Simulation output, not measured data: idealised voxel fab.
This section sets out a process module, namely voxel self aligned contacts.
Cross-section cut: width 275 nm, square cells of 5 nm.
Cross-section spec: square-cell grid; bands listed top down; each band is one or more rows.
Within each band entry, the heights of the top and of the bottom of the band appear first, in that order and in nm; the materials of the band then follow from left to right, each with its corresponding width in nm. The designation "full width" on a single material indicates that it fills the band from edge to edge; the designation "air" indicates empty space.
The level at which height equals 0 is the one under which the wafer, as it arrives, is entirely one material. No lower edge exists for the bottom band, which continues downward and is notated as in "0 nm and below".
With a width like "30..40", each row of cells in the band differs from the next by the same amount, the top row carrying the first number and the bottom row the second.
No cell of the cross-section changed in a step that is given as "left unchanged".
Voids not open to the top, 8 cells minimum: see "Closed cavity list". Written width x height at distance; distance is from the left edge; nm.
Heads up: the bit after the settings on a step's line is the simulator's remark on that step.
On any step carrying a mask, the "overlay nm" setting, if present on the step's line, tells how far right of its planned place the mask lay; negative values point to the left.

**This section lists the process steps that were planned**
step 1: RECEIVE with material Si
step 2: OXIDIZE with depth nm 5
step 3: DIRECTIONAL_DEP with material polySi, thk nm 30
step 4: DIRECTIONAL_DEP with material SiN, thk nm 20
step 5: PATTERN with tone cover, mask id GATE, material resist, width nm 35, pitch nm 65, thk nm 20, overlay nm 0
step 6: DIRECTIONAL_ETCH with etch materials SiN, depth nm 20
step 7: DIRECTIONAL_ETCH with etch materials polySi, depth nm 30
step 8: STRIP with etch materials resist
step 9: CONFORMAL_DEP with material SiN, thk nm 5
step 10: DIRECTIONAL_ETCH with etch materials SiN, depth nm 5
step 11: FILL_DEP with material SiO2, thk nm 10
step 12: CMP with height nm 55
step 13: PATTERN with tone open, mask id CONTACT, material resist, width nm 40, pitch nm 65, thk nm 15, overlay nm 0
step 14: DIRECTIONAL_ETCH with etch materials SiO2, depth nm 60
step 15: STRIP with etch materials resist
step 16: CONFORMAL_DEP with material TiN, thk nm 5
step 17: FILL_DEP with material W, thk nm 5
step 18: CMP with height nm 55
step 19: CONFORMAL_DEP with material SiCN, thk nm 5

**Step 1 complete: cross-section of the wafer as received**
* 0 nm and below | Si full width
* Closed cavity list: none

**First wafer of two, sectioned at end of module; run went per plan**
* 60 nm to 55 nm | SiCN full width
* 55 nm to 50 nm | SiO2 (85) / TiN (15) / W (10) / TiN (15) / SiO2 (25) / TiN (15) / W (10) / TiN (15) / SiO2 (85)
* 50 nm to 30 nm | SiO2 (50) / SiN (45) / TiN (5) / W (10) / TiN (5) / SiN (45) / TiN (5) / W (10) / TiN (5) / SiN (45) / SiO2 (50)
* 30 nm to 0 nm | SiO2 (50) / SiN (5) / polySi (35) / SiN (5) / TiN (5) / W (10) / TiN (5) / SiN (5) / polySi (35) / SiN (5) / TiN (5) / W (10) / TiN (5) / SiN (5) / polySi (35) / SiN (5) / SiO2 (50)
* 0 nm to -5 nm | SiO2 (95) / TiN (20) / SiO2 (45) / TiN (20) / SiO2 (95)
* -5 nm and below | Si full width
* Closed cavity list: none

**Cross-sectional image of the second wafer of the two following completion of the module. Starting state and process plan were the same as for the first wafer; one execution error occurred**
* 60 nm to 55 nm | SiCN full width
* 55 nm to 50 nm | SiO2 (85) / TiN (40) / SiO2 (25) / TiN (40) / SiO2 (85)
* 50 nm to 30 nm | SiN (60) / SiO2 (25) / SiN (40) / SiO2 (25) / SiN (40) / SiO2 (25) / SiN (60)
* 30 nm to 0 nm | polySi (55) / SiN (5) / SiO2 (25) / SiN (5) / polySi (30) / SiN (5) / SiO2 (25) / SiN (5) / polySi (30) / SiN (5) / SiO2 (25) / SiN (5) / polySi (55)
* 0 nm to -5 nm | SiO2 full width
* -5 nm and below | Si full width
* Closed cavity list: none
Want to know what went wrong? step 5 did not happen as planned, as run it was PATTERN with tone open, mask id GATE, material resist, width nm 35, pitch nm 65, thk nm 20, overlay nm 0
Final difference in cells, second wafer against first, listed per material as more or fewer: 52 more of SiN, 42 fewer of SiO2, 44 fewer of TiN, 44 fewer of W, 78 more of polySi
